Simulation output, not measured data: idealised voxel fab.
Process module, titled voxel ribs on slabs
Xsec cut, 175 nm wide, square cell size 5 nm.
Reading order for cross-sections: top band down to bottom band. Underlying form: a grid of square cells. Band size: one or more rows of cells.
Band: top and bottom heights (nm) first, top before bottom; then materials from left to right, widths in nm. "throughout" marks a sole material filling the band edge to edge. "empty" denotes empty space.
It should be noted that heights are counted from 0, beneath which the wafer as supplied is of one material throughout, and that the lowest band possesses no lower boundary but continues downward, as written in "from 0 down".
The expression "30->40" gives the width at the extremes of the band, the first number at its top row of cells and the second at its bottom row, with the width changing by equal amounts from each row to the next in between.
The designation "everything unchanged", where it is given for a processing step, indicates that no cell of the cross-section was altered in the course of that step.
Listed in "Fully sealed cavities": every empty space of 8 or more cells without an open way to the top. Form: width x height at distance, the distance being from the left edge, all in nm.
That trailing text on a step's line, after the settings, is the simulator's own remark on the step.
Regarding "overlay nm": on a step with a mask, it is the distance the mask lay to the right of its planned place; a negative value places it to the left.

[The following list gives the planned process steps]
1) RECEIVE,material Si
2) DIRECTIONAL_DEP,material SiO2,thk nm 25
3) DIRECTIONAL_DEP,material SiN,thk nm 15
4) MASKED_ETCH,tone cover,mask id RIB,width nm 30,etch materials SiN,depth nm 10,overlay nm 0
5) DIRECTIONAL_DEP,material aC,thk nm 10
6) PATTERN,tone cover,mask id SLAB,material resist,width nm 60,thk nm 30,overlay nm 0
7) DIRECTIONAL_ETCH,etch materials aC,depth nm 10
8) STRIP,etch materials resist
9) DIRECTIONAL_ETCH,etch materials SiN,depth nm 5
10) STRIP,etch materials aC
11) FILL_DEP,material SiO2,thk nm 20
12) CMP,height nm 55
13) DIRECTIONAL_DEP,material TiN,thk nm 10
14) MASKED_ETCH,tone cover,mask id HEATER,width nm 40,etch materials TiN,depth nm 10,overlay nm 0
15) CONFORMAL_DEP,material SiN,thk nm 10

[Of two wafers, the first: run according to plan]

[Cross-section of the incoming wafer, state after step 1]
from 0 down = Si throughout
Fully sealed cavities: none

[So this is the wafer cross-section right after step 2]
from 25 to 0 = SiO2 throughout
Unchanged below 0.

[So this is the wafer cross-section right after step 3]
from 40 to 25 = SiN throughout
Unchanged below 25.

[So this is the wafer cross-section right after step 4]
from 40 to 30 = empty=70  SiN=30  empty=75
Unchanged below 30.

[So this is the wafer cross-section right after step 5]
from 50 to 40 = empty=70  aC=30  empty=75
from 40 to 30 = aC=70  SiN=30  aC=75
Unchanged below 30.

[So this is the wafer cross-section right after step 6]
from 80 to 50 = empty=55  resist=60  empty=60
from 50 to 40 = empty=55  resist=15  aC=30  resist=15  empty=60
Unchanged below 40.

[So this is the wafer cross-section right after step 7]
from 70 to 50 = empty=55  resist=60  empty=60
from 50 to 40 = empty=55  resist=15  aC=30  resist=15  empty=60
from 40 to 30 = empty=55  aC=15  SiN=30  aC=15  empty=60
Unchanged below 30.

[So this is the wafer cross-section right after step 8]
from 50 to 40 = empty=70  aC=30  empty=75
Unchanged below 40.

[So this is the wafer cross-section right after step 9]
from 50 to 40 = empty=70  aC=30  empty=75
from 40 to 30 = empty=55  aC=15  SiN=30  aC=15  empty=60
from 30 to 25 = empty=55  SiN=60  empty=60
Unchanged below 25.

[So this is the wafer cross-section right after step 10]
from 40 to 30 = empty=70  SiN=30  empty=75
Unchanged below 30.

[So this is the wafer cross-section right after step 11]
from 60 to 40 = SiO2 throughout
from 40 to 30 = SiO2=70  SiN=30  SiO2=75
from 30 to 25 = SiO2=55  SiN=60  SiO2=60
Unchanged below 25.

[So this is the wafer cross-section right after step 12]
from 55 to 40 = SiO2 throughout
Unchanged below 40.

[So this is the wafer cross-section right after step 13]
from 65 to 55 = TiN throughout
Unchanged below 55.

[So this is the wafer cross-section right after step 14]
from 65 to 55 = empty=65  TiN=40  empty=70
Unchanged below 55.

[So this is the wafer cross-section right after step 15]
from 75 to 65 = empty=55  SiN=60  empty=60
from 65 to 55 = SiN=65  TiN=40  SiN=70
Unchanged below 55.

[Wafer two. Identical start, identical plan. One mistake in execution. Identical history through step 3]

[Second wafer shown in cross-section at the time step 4 was slated to end]
from 40 to 30 = empty=65  SiN=40  empty=70
Unchanged below 30.

[Second wafer shown in cross-section at the time step 5 was slated to end]
from 50 to 40 = empty=65  aC=40  empty=70
from 40 to 30 = aC=65  SiN=40  aC=70
Unchanged below 30.

[Second wafer shown in cross-section at the time step 6 was slated to end]
from 80 to 50 = empty=55  resist=60  empty=60
from 50 to 40 = empty=55  resist=10  aC=40  resist=10  empty=60
Unchanged below 40.

[Second wafer shown in cross-section at the time step 7 was slated to end]
from 70 to 50 = empty=55  resist=60  empty=60
from 50 to 40 = empty=55  resist=10  aC=40  resist=10  empty=60
from 40 to 30 = empty=55  aC=10  SiN=40  aC=10  empty=60
Unchanged below 30.

[Second wafer shown in cross-section at the time step 8 was slated to end]
from 50 to 40 = empty=65  aC=40  empty=70
Unchanged below 40.

[Second wafer shown in cross-section at the time step 9 was slated to end]
from 50 to 40 = empty=65  aC=40  empty=70
from 40 to 30 = empty=55  aC=10  SiN=40  aC=10  empty=60
from 30 to 25 = empty=55  SiN=60  empty=60
Unchanged below 25.

[Second wafer shown in cross-section at the time step 10 was slated to end]
from 40 to 30 = empty=65  SiN=40  empty=70
Unchanged below 30.

[Second wafer shown in cross-section at the time step 11 was slated to end]
from 60 to 40 = SiO2 throughout
from 40 to 30 = SiO2=65  SiN=40  SiO2=70
from 30 to 25 = SiO2=55  SiN=60  SiO2=60
Unchanged below 25.

[Second wafer shown in cross-section at the time step 12 was slated to end]
from 55 to 40 = SiO2 throughout
Unchanged below 40.

[Second wafer shown in cross-section at the time step 13 was slated to end]
from 65 to 55 = TiN throughout
Unchanged below 55.

[Second wafer shown in cross-section at the time step 14 was slated to end]
from 65 to 55 = empty=65  TiN=40  empty=70
Unchanged below 55.

[Second wafer shown in cross-section at the time step 15 was slated to end]
from 75 to 65 = empty=55  SiN=60  empty=60
from 65 to 55 = SiN=65  TiN=40  SiN=70
Unchanged below 55.
In executing the process, a mistake was made relative to the plan: step 4 changed vs plan, executed as MASKED_ETCH,tone cover,mask id RIB,width nm 40,etch materials SiN,depth nm 10,overlay nm 0
at the end the second wafer has, in cells: 4 more of SiN | 4 fewer of SiO2
